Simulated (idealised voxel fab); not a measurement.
This section sets out a process module, namely voxel trench capacitor.
The figure presents cross-section cut, which has a width of 160 nm and is divided into square cells with an edge length of 5 nm.
We lay out every cross-section as a grid of square cells and spell it out in bands from the top down, where one band means one or more rows of cells.
Each band's line starts with the height of the band's top and of its bottom, in nm. Then come its materials from left to right, each with its width in nm. One material with "full width" fills the band from edge to edge. "air" is empty space.
It should be noted that heights are counted from 0, beneath which the wafer as supplied is of one material throughout, and that the lowest band possesses no lower boundary but continues downward, as written in "0 nm and below".
Read "30 to 40" as a graded width: first number on top, second number at the bottom, same change between each pair of neighbouring rows.
Step marked "everything unchanged"? Then no cell in the cross-section changed in it.
Look at "Cavities, closed" for the closed voids: empty spaces with no open path to the top, sized 8 cells or up. Each is width x height at distance, distance from the left edge, all nm.
Text after the settings on a step's line: the simulator's own remark on that step.
overlay nm: on a step with a mask, how far right of its planned place the mask lay; negative means left.

[So here's the lineup of process steps we planned]
1. RECEIVE, material Si
2. CONFORMAL_DEP, material SiN, thk nm 5
3. DIRECTIONAL_DEP, material aC, thk nm 15
4. PATTERN, tone open, mask id TRENCH, material resist, width nm 20, pitch nm 40, thk nm 35, overlay nm 0
5. DIRECTIONAL_ETCH, etch materials aC, depth nm 15
6. STRIP, etch materials resist
7. DIRECTIONAL_ETCH, etch materials SiN, depth nm 5
8. DIRECTIONAL_ETCH, etch materials Si, depth nm 30
9. STRIP, etch materials aC
10. CONFORMAL_DEP, material SiO2, thk nm 5
11. FILL_DEP, material polySi, thk nm 10
12. CMP, height nm 5

[The first of a set of two wafers, run to plan]

[Cross-section of the wafer upon arrival, representing the state reached after step 1]
0 nm and below  Si full width
Cavities, closed: none

[after step 2]
5 nm to 0 nm  SiN full width
Anything lower than 0 is untouched.

[after step 3]
20 nm to 5 nm  aC full width
Anything lower than 5 is untouched.

[after step 4]
55 nm to 20 nm  30 resist, then 20 air, then 20 resist, then 20 air, then 20 resist, then 20 air, then 30 resist
Anything lower than 20 is untouched.

[after step 5]
40 nm to 20 nm  30 resist, then 20 air, then 20 resist, then 20 air, then 20 resist, then 20 air, then 30 resist
20 nm to 5 nm  30 aC, then 20 air, then 20 aC, then 20 air, then 20 aC, then 20 air, then 30 aC
Anything lower than 5 is untouched.

[after step 6]
20 nm to 5 nm  30 aC, then 20 air, then 20 aC, then 20 air, then 20 aC, then 20 air, then 30 aC
Anything lower than 5 is untouched.

[after step 7]
20 nm to 5 nm  30 aC, then 20 air, then 20 aC, then 20 air, then 20 aC, then 20 air, then 30 aC
5 nm to 0 nm  30 SiN, then 20 air, then 20 SiN, then 20 air, then 20 SiN, then 20 air, then 30 SiN
Anything lower than 0 is untouched.

[after step 8]
20 nm to 5 nm  30 aC, then 20 air, then 20 aC, then 20 air, then 20 aC, then 20 air, then 30 aC
5 nm to 0 nm  30 SiN, then 20 air, then 20 SiN, then 20 air, then 20 SiN, then 20 air, then 30 SiN
0 nm to -30 nm  30 Si, then 20 air, then 20 Si, then 20 air, then 20 Si, then 20 air, then 30 Si
Anything lower than -30 is untouched.

[after step 9]
5 nm to 0 nm  30 SiN, then 20 air, then 20 SiN, then 20 air, then 20 SiN, then 20 air, then 30 SiN
Anything lower than 0 is untouched.

[after step 10]
10 nm to 5 nm  35 SiO2, then 10 air, then 30 SiO2, then 10 air, then 30 SiO2, then 10 air, then 35 SiO2
5 nm to 0 nm  30 SiN, then 5 SiO2, then 10 air, then 5 SiO2, then 20 SiN, then 5 SiO2, then 10 air, then 5 SiO2, then 20 SiN, then 5 SiO2, then 10 air, then 5 SiO2, then 30 SiN
0 nm to -25 nm  30 Si, then 5 SiO2, then 10 air, then 5 SiO2, then 20 Si, then 5 SiO2, then 10 air, then 5 SiO2, then 20 Si, then 5 SiO2, then 10 air, then 5 SiO2, then 30 Si
-25 nm to -30 nm  30 Si, then 20 SiO2, then 20 Si, then 20 SiO2, then 20 Si, then 20 SiO2, then 30 Si
Anything lower than -30 is untouched.

[after step 11]
20 nm to 10 nm  polySi full width
10 nm to 5 nm  35 SiO2, then 10 polySi, then 30 SiO2, then 10 polySi, then 30 SiO2, then 10 polySi, then 35 SiO2
5 nm to 0 nm  30 SiN, then 5 SiO2, then 10 polySi, then 5 SiO2, then 20 SiN, then 5 SiO2, then 10 polySi, then 5 SiO2, then 20 SiN, then 5 SiO2, then 10 polySi, then 5 SiO2, then 30 SiN
0 nm to -25 nm  30 Si, then 5 SiO2, then 10 polySi, then 5 SiO2, then 20 Si, then 5 SiO2, then 10 polySi, then 5 SiO2, then 20 Si, then 5 SiO2, then 10 polySi, then 5 SiO2, then 30 Si
Anything lower than -25 is untouched.

[after step 12]
5 nm to 0 nm  30 SiN, then 5 SiO2, then 10 polySi, then 5 SiO2, then 20 SiN, then 5 SiO2, then 10 polySi, then 5 SiO2, then 20 SiN, then 5 SiO2, then 10 polySi, then 5 SiO2, then 30 SiN
Anything lower than 0 is untouched.

[Wafer two: like wafer one in start and plan, but with one mistake in execution; identical up to and including step 7]

[At the planned end of step 8, the second wafer in cross-section]
20 nm to 5 nm  30 aC, then 20 air, then 20 aC, then 20 air, then 20 aC, then 20 air, then 30 aC
5 nm to 0 nm  30 SiN, then 20 air, then 20 SiN, then 20 air, then 20 SiN, then 20 air, then 30 SiN
0 nm to -35 nm  30 Si, then 20 air, then 20 Si, then 20 air, then 20 Si, then 20 air, then 30 Si
Anything lower than -35 is untouched.

[At the planned end of step 9, the second wafer in cross-section]
5 nm to 0 nm  30 SiN, then 20 air, then 20 SiN, then 20 air, then 20 SiN, then 20 air, then 30 SiN
Anything lower than 0 is untouched.

[At the planned end of step 10, the second wafer in cross-section]
10 nm to 5 nm  35 SiO2, then 10 air, then 30 SiO2, then 10 air, then 30 SiO2, then 10 air, then 35 SiO2
5 nm to 0 nm  30 SiN, then 5 SiO2, then 10 air, then 5 SiO2, then 20 SiN, then 5 SiO2, then 10 air, then 5 SiO2, then 20 SiN, then 5 SiO2, then 10 air, then 5 SiO2, then 30 SiN
0 nm to -30 nm  30 Si, then 5 SiO2, then 10 air, then 5 SiO2, then 20 Si, then 5 SiO2, then 10 air, then 5 SiO2, then 20 Si, then 5 SiO2, then 10 air, then 5 SiO2, then 30 Si
-30 nm to -35 nm  30 Si, then 20 SiO2, then 20 Si, then 20 SiO2, then 20 Si, then 20 SiO2, then 30 Si
Anything lower than -35 is untouched.

[At the planned end of step 11, the second wafer in cross-section]
20 nm to 10 nm  polySi full width
10 nm to 5 nm  35 SiO2, then 10 polySi, then 30 SiO2, then 10 polySi, then 30 SiO2, then 10 polySi, then 35 SiO2
5 nm to 0 nm  30 SiN, then 5 SiO2, then 10 polySi, then 5 SiO2, then 20 SiN, then 5 SiO2, then 10 polySi, then 5 SiO2, then 20 SiN, then 5 SiO2, then 10 polySi, then 5 SiO2, then 30 SiN
0 nm to -30 nm  30 Si, then 5 SiO2, then 10 polySi, then 5 SiO2, then 20 Si, then 5 SiO2, then 10 polySi, then 5 SiO2, then 20 Si, then 5 SiO2, then 10 polySi, then 5 SiO2, then 30 Si
Anything lower than -30 is untouched.

[At the planned end of step 12, the second wafer in cross-section]
5 nm to 0 nm  30 SiN, then 5 SiO2, then 10 polySi, then 5 SiO2, then 20 SiN, then 5 SiO2, then 10 polySi, then 5 SiO2, then 20 SiN, then 5 SiO2, then 10 polySi, then 5 SiO2, then 30 SiN
Anything lower than 0 is untouched.
Finding, execution versus plan: step 8 changed vs plan, executed as DIRECTIONAL_ETCH, etch materials Si, depth nm 35
Cell-count delta at end, second wafer over first, by material: 12 fewer of Si | 6 more of SiO2 | 6 more of polySi
